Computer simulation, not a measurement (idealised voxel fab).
A process module follows: voxel wiring stack.
cross-section cut | 195 nm wide | cells 5 nm
In what follows, cross-sections appear as grids of square cells, described through bands that run from the top down, where every band is one or more rows of cells.
It is stipulated that each band's entry specify, in nanometres, the height of the top of the band and then that of its bottom, followed by the materials of the band in left-to-right sequence, each together with its width in nanometres. A single material marked by the word "everywhere" is understood to fill the band from edge to edge; the word "empty" is understood to denote empty space.
Where do heights start? At 0: under that level the wafer as delivered is made of one material only. And the lowest band has no floor; it just carries on downward, as in "0 -> down".
The expression "30->40" gives the width at the extremes of the band, the first number at its top row of cells and the second at its bottom row, with the width changing by equal amounts from each row to the next in between.
"nothing was modified" (step): cross-section cells unchanged, all of them.
For the entry "Sealed void list", the listed items are empty spaces with no open way to the top whose size is 8 cells or more; each item follows the pattern width x height at distance, where distance is from the left edge and all three are in nm.
after a step's settings: what the simulator itself notes on the step
"overlay nm" denotes, for a step that has a mask, the displacement of the mask to the right of its planned place, with negative values corresponding to the left.
So here's the lineup of process steps we planned:
| 1 | RECEIVE [material Si] |
| 2 | CONFORMAL_DEP [material SiO2] [thk nm 15] |
| 3 | CONFORMAL_DEP [material SiN] [thk nm 5] |
| 4 | DIRECTIONAL_DEP [material SiO2] [thk nm 25] |
| 5 | DIRECTIONAL_DEP [material aC] [thk nm 10] |
| 6 | PATTERN [tone open] [mask id METAL_1] [material resist] [width nm 25] [pitch nm 45] [thk nm 25] [overlay nm 0] |
| 7 | DIRECTIONAL_ETCH [etch materials aC] [depth nm 10] |
| 8 | STRIP [etch materials resist] |
| 9 | DIRECTIONAL_ETCH [etch materials SiO2] [depth nm 25] |
| 10 | DIRECTIONAL_ETCH [etch materials SiN] [depth nm 5] |
| 11 | STRIP [etch materials aC] |
| 12 | CONFORMAL_DEP [material TiN] [thk nm 5] |
| 13 | FILL_DEP [material Ru] [thk nm 5] |
| 14 | CMP [height nm 45] |
| 15 | EPI [material Ru] [thk nm 5] |
| 16 | FILL_DEP [material SiCN] [thk nm 5] |
| 17 | DIRECTIONAL_DEP [material SiO2] [thk nm 30] |
| 18 | DIRECTIONAL_DEP [material aC] [thk nm 15] |
| 19 | PATTERN [tone open] [mask id METAL_2] [material resist] [width nm 25] [pitch nm 45] [thk nm 30] [overlay nm 0] |
| 20 | DIRECTIONAL_ETCH [etch materials aC] [depth nm 15] |
| 21 | STRIP [etch materials resist] |
| 22 | DIRECTIONAL_ETCH [etch materials SiO2] [depth nm 15] |
| 23 | STRIP [etch materials aC] |
| 24 | DIRECTIONAL_DEP [material aC] [thk nm 10] |
| 25 | PATTERN [tone open] [mask id METAL_2_HOLES] [material resist] [width nm 15] [pitch nm 90] [thk nm 30] [overlay nm 0] |
| 26 | DIRECTIONAL_ETCH [etch materials aC] [depth nm 10] |
| 27 | STRIP [etch materials resist] |
| 28 | DIRECTIONAL_ETCH [etch materials SiO2] [depth nm 15] |
| 29 | DIRECTIONAL_ETCH [etch materials SiCN] [depth nm 5] |
| 30 | STRIP [etch materials aC] |
| 31 | CONFORMAL_DEP [material TiN] [thk nm 5] |
| 32 | FILL_DEP [material Cu] [thk nm 5] |
| 33 | CMP [height nm 85] |
| 34 | CONFORMAL_DEP [material SiCN] [thk nm 5] |
| 35 | DIRECTIONAL_DEP [material lowk] [thk nm 10] |
| 36 | DIRECTIONAL_DEP [material aC] [thk nm 15] |
| 37 | PATTERN [tone open] [mask id PLUG_2] [material resist] [width nm 15] [pitch nm 45] [thk nm 30] [overlay nm 0] |
| 38 | DIRECTIONAL_ETCH [etch materials aC] [depth nm 15] |
| 39 | STRIP [etch materials resist] |
| 40 | DIRECTIONAL_ETCH [etch materials lowk] [depth nm 10] |
| 41 | DIRECTIONAL_ETCH [etch materials SiCN] [depth nm 5] |
| 42 | STRIP [etch materials aC] |
| 43 | CONFORMAL_DEP [material TiN] [thk nm 5] |
| 44 | FILL_DEP [material Ru] [thk nm 10] |
| 45 | CMP [height nm 100] |
| 46 | DIRECTIONAL_DEP [material TiN] [thk nm 5] |
| 47 | DIRECTIONAL_DEP [material W] [thk nm 15] |
| 48 | MASKED_ETCH [tone cover] [mask id METAL_3] [width nm 25] [pitch nm 45] [etch materials W] [depth nm 15] [overlay nm 0] |
| 49 | MASKED_ETCH [tone cover] [mask id METAL_3] [width nm 25] [pitch nm 45] [etch materials TiN] [depth nm 5] [overlay nm 0] |
| 50 | CONFORMAL_DEP [material SiN] [thk nm 5] |
| 51 | FILL_DEP [material lowk] [thk nm 5] |
| 52 | CMP [height nm 120] |
| 53 | CONFORMAL_DEP [material SiN] [thk nm 5] |
First of two wafers: run as planned:
As-received state of the wafer in cross-section, equivalent to post-step 1:
> 0 -> down | Si everywhere
> Sealed void list: none
Cross-sectional representation of the wafer at the conclusion of step 2:
> 15 -> 0 | SiO2 everywhere
> Unchanged below 0.
Cross-sectional representation of the wafer at the conclusion of step 3:
> 20 -> 15 | SiN everywhere
> Unchanged below 15.
Cross-sectional representation of the wafer at the conclusion of step 4:
> 45 -> 20 | SiO2 everywhere
> Unchanged below 20.
Cross-sectional representation of the wafer at the conclusion of step 5:
> 55 -> 45 | aC everywhere
> Unchanged below 45.
Cross-sectional representation of the wafer at the conclusion of step 6:
> 80 -> 55 | resist (40)  empty (25)  resist (20)  empty (25)  resist (20)  empty (25)  resist (40)
> Unchanged below 55.
Cross-sectional representation of the wafer at the conclusion of step 7:
> 70 -> 55 | resist (40)  empty (25)  resist (20)  empty (25)  resist (20)  empty (25)  resist (40)
> 55 -> 45 | aC (40)  empty (25)  aC (20)  empty (25)  aC (20)  empty (25)  aC (40)
> Unchanged below 45.
Cross-sectional representation of the wafer at the conclusion of step 8:
> 55 -> 45 | aC (40)  empty (25)  aC (20)  empty (25)  aC (20)  empty (25)  aC (40)
> Unchanged below 45.
Cross-sectional representation of the wafer at the conclusion of step 9:
> 55 -> 45 | aC (40)  empty (25)  aC (20)  empty (25)  aC (20)  empty (25)  aC (40)
> 45 -> 20 | SiO2 (40)  empty (25)  SiO2 (20)  empty (25)  SiO2 (20)  empty (25)  SiO2 (40)
> Unchanged below 20.
Cross-sectional representation of the wafer at the conclusion of step 10:
> 55 -> 45 | aC (40)  empty (25)  aC (20)  empty (25)  aC (20)  empty (25)  aC (40)
> 45 -> 20 | SiO2 (40)  empty (25)  SiO2 (20)  empty (25)  SiO2 (20)  empty (25)  SiO2 (40)
> 20 -> 15 | SiN (40)  empty (25)  SiN (20)  empty (25)  SiN (20)  empty (25)  SiN (40)
> Unchanged below 15.
Cross-sectional representation of the wafer at the conclusion of step 11:
> 45 -> 20 | SiO2 (40)  empty (25)  SiO2 (20)  empty (25)  SiO2 (20)  empty (25)  SiO2 (40)
> Unchanged below 20.
Cross-sectional representation of the wafer at the conclusion of step 12:
> 50 -> 45 | TiN (45)  empty (15)  TiN (30)  empty (15)  TiN (30)  empty (15)  TiN (45)
> 45 -> 20 | SiO2 (40)  TiN (5)  empty (15)  TiN (5)  SiO2 (20)  TiN (5)  empty (15)  TiN (5)  SiO2 (20)  TiN (5)  empty (15)  TiN (5)  SiO2 (40)
> 20 -> 15 | SiN (40)  TiN (25)  SiN (20)  TiN (25)  SiN (20)  TiN (25)  SiN (40)
> Unchanged below 15.
Cross-sectional representation of the wafer at the conclusion of step 13:
> 55 -> 50 | Ru everywhere
> 50 -> 45 | TiN (45)  Ru (15)  TiN (30)  Ru (15)  TiN (30)  Ru (15)  TiN (45)
> 45 -> 20 | SiO2 (40)  TiN (5)  Ru (15)  TiN (5)  SiO2 (20)  TiN (5)  Ru (15)  TiN (5)  SiO2 (20)  TiN (5)  Ru (15)  TiN (5)  SiO2 (40)
> Unchanged below 20.
Cross-sectional representation of the wafer at the conclusion of step 14:
> 45 -> 20 | SiO2 (40)  TiN (5)  Ru (15)  TiN (5)  SiO2 (20)  TiN (5)  Ru (15)  TiN (5)  SiO2 (20)  TiN (5)  Ru (15)  TiN (5)  SiO2 (40)
> Unchanged below 20.
Cross-sectional representation of the wafer at the conclusion of step 15:
> 50 -> 45 | empty (35)  Ru (35)  empty (10)  Ru (35)  empty (10)  Ru (35)  empty (35)
> Unchanged below 45.
Cross-sectional representation of the wafer at the conclusion of step 16:
> 55 -> 50 | SiCN everywhere
> 50 -> 45 | SiCN (35)  Ru (35)  SiCN (10)  Ru (35)  SiCN (10)  Ru (35)  SiCN (35)
> Unchanged below 45.
Cross-sectional representation of the wafer at the conclusion of step 17:
> 85 -> 55 | SiO2 everywhere
> Unchanged below 55.
Cross-sectional representation of the wafer at the conclusion of step 18:
> 100 -> 85 | aC everywhere
> Unchanged below 85.
Cross-sectional representation of the wafer at the conclusion of step 19:
> 130 -> 100 | resist (40)  empty (25)  resist (20)  empty (25)  resist (20)  empty (25)  resist (40)
> Unchanged below 100.
Cross-sectional representation of the wafer at the conclusion of step 20:
> 115 -> 100 | resist (40)  empty (25)  resist (20)  empty (25)  resist (20)  empty (25)  resist (40)
> 100 -> 85 | aC (40)  empty (25)  aC (20)  empty (25)  aC (20)  empty (25)  aC (40)
> Unchanged below 85.
Cross-sectional representation of the wafer at the conclusion of step 21:
> 100 -> 85 | aC (40)  empty (25)  aC (20)  empty (25)  aC (20)  empty (25)  aC (40)
> Unchanged below 85.
Cross-sectional representation of the wafer at the conclusion of step 22:
> 100 -> 85 | aC (40)  empty (25)  aC (20)  empty (25)  aC (20)  empty (25)  aC (40)
> 85 -> 70 | SiO2 (40)  empty (25)  SiO2 (20)  empty (25)  SiO2 (20)  empty (25)  SiO2 (40)
> Unchanged below 70.
Cross-sectional representation of the wafer at the conclusion of step 23:
> 85 -> 70 | SiO2 (40)  empty (25)  SiO2 (20)  empty (25)  SiO2 (20)  empty (25)  SiO2 (40)
> Unchanged below 70.
Cross-sectional representation of the wafer at the conclusion of step 24:
> 95 -> 85 | aC (40)  empty (25)  aC (20)  empty (25)  aC (20)  empty (25)  aC (40)
> 85 -> 80 | SiO2 (40)  empty (25)  SiO2 (20)  empty (25)  SiO2 (20)  empty (25)  SiO2 (40)
> 80 -> 70 | SiO2 (40)  aC (25)  SiO2 (20)  aC (25)  SiO2 (20)  aC (25)  SiO2 (40)
> Unchanged below 70.
Cross-sectional representation of the wafer at the conclusion of step 25:
> 125 -> 95 | resist (40)  empty (15)  resist (75)  empty (15)  resist (50)
> 95 -> 85 | aC (40)  empty (15)  resist (10)  aC (20)  resist (25)  aC (20)  empty (15)  resist (10)  aC (40)
> 85 -> 80 | SiO2 (40)  empty (15)  resist (10)  SiO2 (20)  resist (25)  SiO2 (20)  empty (15)  resist (10)  SiO2 (40)
> Unchanged below 80.
Cross-sectional representation of the wafer at the conclusion of step 26:
> 115 -> 95 | resist (40)  empty (15)  resist (75)  empty (15)  resist (50)
> 95 -> 85 | aC (40)  empty (15)  resist (10)  aC (20)  resist (25)  aC (20)  empty (15)  resist (10)  aC (40)
> 85 -> 80 | SiO2 (40)  empty (15)  resist (10)  SiO2 (20)  resist (25)  SiO2 (20)  empty (15)  resist (10)  SiO2 (40)
> 80 -> 70 | SiO2 (40)  empty (15)  aC (10)  SiO2 (20)  aC (25)  SiO2 (20)  empty (15)  aC (10)  SiO2 (40)
> Unchanged below 70.
Cross-sectional representation of the wafer at the conclusion of step 27:
> 95 -> 85 | aC (40)  empty (25)  aC (20)  empty (25)  aC (20)  empty (25)  aC (40)
> 85 -> 80 | SiO2 (40)  empty (25)  SiO2 (20)  empty (25)  SiO2 (20)  empty (25)  SiO2 (40)
> Unchanged below 80.
Cross-sectional representation of the wafer at the conclusion of step 28:
> 95 -> 85 | aC (40)  empty (25)  aC (20)  empty (25)  aC (20)  empty (25)  aC (40)
> 85 -> 80 | SiO2 (40)  empty (25)  SiO2 (20)  empty (25)  SiO2 (20)  empty (25)  SiO2 (40)
> 80 -> 70 | SiO2 (40)  empty (15)  aC (10)  SiO2 (20)  aC (25)  SiO2 (20)  empty (15)  aC (10)  SiO2 (40)
> 70 -> 55 | SiO2 (40)  empty (15)  SiO2 (75)  empty (15)  SiO2 (50)
> Unchanged below 55.
Cross-sectional representation of the wafer at the conclusion of step 29:
> 95 -> 85 | aC (40)  empty (25)  aC (20)  empty (25)  aC (20)  empty (25)  aC (40)
> 85 -> 80 | SiO2 (40)  empty (25)  SiO2 (20)  empty (25)  SiO2 (20)  empty (25)  SiO2 (40)
> 80 -> 70 | SiO2 (40)  empty (15)  aC (10)  SiO2 (20)  aC (25)  SiO2 (20)  empty (15)  aC (10)  SiO2 (40)
> 70 -> 55 | SiO2 (40)  empty (15)  SiO2 (75)  empty (15)  SiO2 (50)
> 55 -> 50 | SiCN (40)  empty (15)  SiCN (75)  empty (15)  SiCN (50)
> Unchanged below 50.
Cross-sectional representation of the wafer at the conclusion of step 30:
> 85 -> 70 | SiO2 (40)  empty (25)  SiO2 (20)  empty (25)  SiO2 (20)  empty (25)  SiO2 (40)
> Unchanged below 70.
Cross-sectional representation of the wafer at the conclusion of step 31:
> 90 -> 85 | TiN (45)  empty (15)  TiN (30)  empty (15)  TiN (30)  empty (15)  TiN (45)
> 85 -> 75 | SiO2 (40)  TiN (5)  empty (15)  TiN (5)  SiO2 (20)  TiN (5)  empty (15)  TiN (5)  SiO2 (20)  TiN (5)  empty (15)  TiN (5)  SiO2 (40)
> 75 -> 70 | SiO2 (40)  TiN (5)  empty (5)  TiN (15)  SiO2 (20)  TiN (25)  SiO2 (20)  TiN (5)  empty (5)  TiN (15)  SiO2 (40)
> 70 -> 55 | SiO2 (40)  TiN (5)  empty (5)  TiN (5)  SiO2 (75)  TiN (5)  empty (5)  TiN (5)  SiO2 (50)
> 55 -> 50 | SiCN (40)  TiN (15)  SiCN (75)  TiN (15)  SiCN (50)
> Unchanged below 50.
Cross-sectional representation of the wafer at the conclusion of step 32:
> 95 -> 90 | Cu everywhere
> 90 -> 85 | TiN (45)  Cu (15)  TiN (30)  Cu (15)  TiN (30)  Cu (15)  TiN (45)
> 85 -> 75 | SiO2 (40)  TiN (5)  Cu (15)  TiN (5)  SiO2 (20)  TiN (5)  Cu (15)  TiN (5)  SiO2 (20)  TiN (5)  Cu (15)  TiN (5)  SiO2 (40)
> 75 -> 70 | SiO2 (40)  TiN (5)  Cu (5)  TiN (15)  SiO2 (20)  TiN (25)  SiO2 (20)  TiN (5)  Cu (5)  TiN (15)  SiO2 (40)
> 70 -> 55 | SiO2 (40)  TiN (5)  Cu (5)  TiN (5)  SiO2 (75)  TiN (5)  Cu (5)  TiN (5)  SiO2 (50)
> Unchanged below 55.
Cross-sectional representation of the wafer at the conclusion of step 33:
> 85 -> 75 | SiO2 (40)  TiN (5)  Cu (15)  TiN (5)  SiO2 (20)  TiN (5)  Cu (15)  TiN (5)  SiO2 (20)  TiN (5)  Cu (15)  TiN (5)  SiO2 (40)
> Unchanged below 75.
Cross-sectional representation of the wafer at the conclusion of step 34:
> 90 -> 85 | SiCN everywhere
> Unchanged below 85.
Cross-sectional representation of the wafer at the conclusion of step 35:
> 100 -> 90 | lowk everywhere
> Unchanged below 90.
Cross-sectional representation of the wafer at the conclusion of step 36:
> 115 -> 100 | aC everywhere
> Unchanged below 100.
Cross-sectional representation of the wafer at the conclusion of step 37:
> 145 -> 115 | resist (40)  empty (15)  resist (30)  empty (15)  resist (30)  empty (15)  resist (50)
> Unchanged below 115.
Cross-sectional representation of the wafer at the conclusion of step 38:
> 130 -> 115 | resist (40)  empty (15)  resist (30)  empty (15)  resist (30)  empty (15)  resist (50)
> 115 -> 100 | aC (40)  empty (15)  aC (30)  empty (15)  aC (30)  empty (15)  aC (50)
> Unchanged below 100.
Cross-sectional representation of the wafer at the conclusion of step 39:
> 115 -> 100 | aC (40)  empty (15)  aC (30)  empty (15)  aC (30)  empty (15)  aC (50)
> Unchanged below 100.
Cross-sectional representation of the wafer at the conclusion of step 40:
> 115 -> 100 | aC (40)  empty (15)  aC (30)  empty (15)  aC (30)  empty (15)  aC (50)
> 100 -> 90 | lowk (40)  empty (15)  lowk (30)  empty (15)  lowk (30)  empty (15)  lowk (50)
> Unchanged below 90.
Cross-sectional representation of the wafer at the conclusion of step 41:
> 115 -> 100 | aC (40)  empty (15)  aC (30)  empty (15)  aC (30)  empty (15)  aC (50)
> 100 -> 90 | lowk (40)  empty (15)  lowk (30)  empty (15)  lowk (30)  empty (15)  lowk (50)
> 90 -> 85 | SiCN (40)  empty (15)  SiCN (30)  empty (15)  SiCN (30)  empty (15)  SiCN (50)
> Unchanged below 85.
Cross-sectional representation of the wafer at the conclusion of step 42:
> 100 -> 90 | lowk (40)  empty (15)  lowk (30)  empty (15)  lowk (30)  empty (15)  lowk (50)
> Unchanged below 90.
Cross-sectional representation of the wafer at the conclusion of step 43:
> 105 -> 100 | TiN (45)  empty (5)  TiN (40)  empty (5)  TiN (40)  empty (5)  TiN (55)
> 100 -> 90 | lowk (40)  TiN (5)  empty (5)  TiN (5)  lowk (30)  TiN (5)  empty (5)  TiN (5)  lowk (30)  TiN (5)  empty (5)  TiN (5)  lowk (50)
> 90 -> 85 | SiCN (40)  TiN (15)  SiCN (30)  TiN (15)  SiCN (30)  TiN (15)  SiCN (50)
> Unchanged below 85.
Cross-sectional representation of the wafer at the conclusion of step 44:
> 115 -> 105 | Ru everywhere
> 105 -> 100 | TiN (45)  Ru (5)  TiN (40)  Ru (5)  TiN (40)  Ru (5)  TiN (55)
> 100 -> 90 | lowk (40)  TiN (5)  Ru (5)  TiN (5)  lowk (30)  TiN (5)  Ru (5)  TiN (5)  lowk (30)  TiN (5)  Ru (5)  TiN (5)  lowk (50)
> Unchanged below 90.
Cross-sectional representation of the wafer at the conclusion of step 45:
> 100 -> 90 | lowk (40)  TiN (5)  Ru (5)  TiN (5)  lowk (30)  TiN (5)  Ru (5)  TiN (5)  lowk (30)  TiN (5)  Ru (5)  TiN (5)  lowk (50)
> Unchanged below 90.
Cross-sectional representation of the wafer at the conclusion of step 46:
> 105 -> 100 | TiN everywhere
> Unchanged below 100.
Cross-sectional representation of the wafer at the conclusion of step 47:
> 120 -> 105 | W everywhere
> Unchanged below 105.
Cross-sectional representation of the wafer at the conclusion of step 48:
> 120 -> 105 | empty (40)  W (25)  empty (20)  W (25)  empty (20)  W (25)  empty (40)
> Unchanged below 105.
Cross-sectional representation of the wafer at the conclusion of step 49:
> 120 -> 105 | empty (40)  W (25)  empty (20)  W (25)  empty (20)  W (25)  empty (40)
> 105 -> 100 | empty (40)  TiN (25)  empty (20)  TiN (25)  empty (20)  TiN (25)  empty (40)
> Unchanged below 100.
Cross-sectional representation of the wafer at the conclusion of step 50:
> 125 -> 120 | empty (35)  SiN (35)  empty (10)  SiN (35)  empty (10)  SiN (35)  empty (35)
> 120 -> 105 | empty (35)  SiN (5)  W (25)  SiN (5)  empty (10)  SiN (5)  W (25)  SiN (5)  empty (10)  SiN (5)  W (25)  SiN (5)  empty (35)
> 105 -> 100 | SiN (40)  TiN (25)  SiN (20)  TiN (25)  SiN (20)  TiN (25)  SiN (40)
> Unchanged below 100.
Cross-sectional representation of the wafer at the conclusion of step 51:
> 130 -> 125 | lowk everywhere
> 125 -> 120 | lowk (35)  SiN (35)  lowk (10)  SiN (35)  lowk (10)  SiN (35)  lowk (35)
> 120 -> 105 | lowk (35)  SiN (5)  W (25)  SiN (5)  lowk (10)  SiN (5)  W (25)  SiN (5)  lowk (10)  SiN (5)  W (25)  SiN (5)  lowk (35)
> Unchanged below 105.
Cross-sectional representation of the wafer at the conclusion of step 52:
> 120 -> 105 | lowk (35)  SiN (5)  W (25)  SiN (5)  lowk (10)  SiN (5)  W (25)  SiN (5)  lowk (10)  SiN (5)  W (25)  SiN (5)  lowk (35)
> Unchanged below 105.
Cross-sectional representation of the wafer at the conclusion of step 53:
> 125 -> 120 | SiN everywhere
> Unchanged below 120.
Second wafer: same start and same plan as the first, one execution error; identical to the first through step 45:
Second wafer, sectioned view, at step 46's planned end time:
> 105 -> 100 | Cu everywhere
> Unchanged below 100.
Second wafer, sectioned view, at step 47's planned end time:
> 120 -> 105 | W everywhere
> Unchanged below 105.
Second wafer, sectioned view, at step 48's planned end time:
> 120 -> 105 | empty (40)  W (25)  empty (20)  W (25)  empty (20)  W (25)  empty (40)
> Unchanged below 105.
Second wafer, sectioned view, at step 49's planned end time: nothing was modified
Second wafer, sectioned view, at step 50's planned end time:
> 125 -> 120 | empty (35)  SiN (35)  empty (10)  SiN (35)  empty (10)  SiN (35)  empty (35)
> 120 -> 110 | empty (35)  SiN (5)  W (25)  SiN (5)  empty (10)  SiN (5)  W (25)  SiN (5)  empty (10)  SiN (5)  W (25)  SiN (5)  empty (35)
> 110 -> 105 | SiN (40)  W (25)  SiN (20)  W (25)  SiN (20)  W (25)  SiN (40)
> Unchanged below 105.
Second wafer, sectioned view, at step 51's planned end time:
> 130 -> 125 | lowk everywhere
> 125 -> 120 | lowk (35)  SiN (35)  lowk (10)  SiN (35)  lowk (10)  SiN (35)  lowk (35)
> 120 -> 110 | lowk (35)  SiN (5)  W (25)  SiN (5)  lowk (10)  SiN (5)  W (25)  SiN (5)  lowk (10)  SiN (5)  W (25)  SiN (5)  lowk (35)
> Unchanged below 110.
Second wafer, sectioned view, at step 52's planned end time:
> 120 -> 110 | lowk (35)  SiN (5)  W (25)  SiN (5)  lowk (10)  SiN (5)  W (25)  SiN (5)  lowk (10)  SiN (5)  W (25)  SiN (5)  lowk (35)
> Unchanged below 110.
Second wafer, sectioned view, at step 53's planned end time:
> 125 -> 120 | SiN everywhere
> Unchanged below 120.
What broke from the plan during processing? step 46 went in with a setting other than planned; the actual run was DIRECTIONAL_DEP [material Cu] [thk nm 5]
Final difference in cells, second wafer against first, listed per material as more or fewer: Cu +39, SiN -6, TiN -15, lowk -18
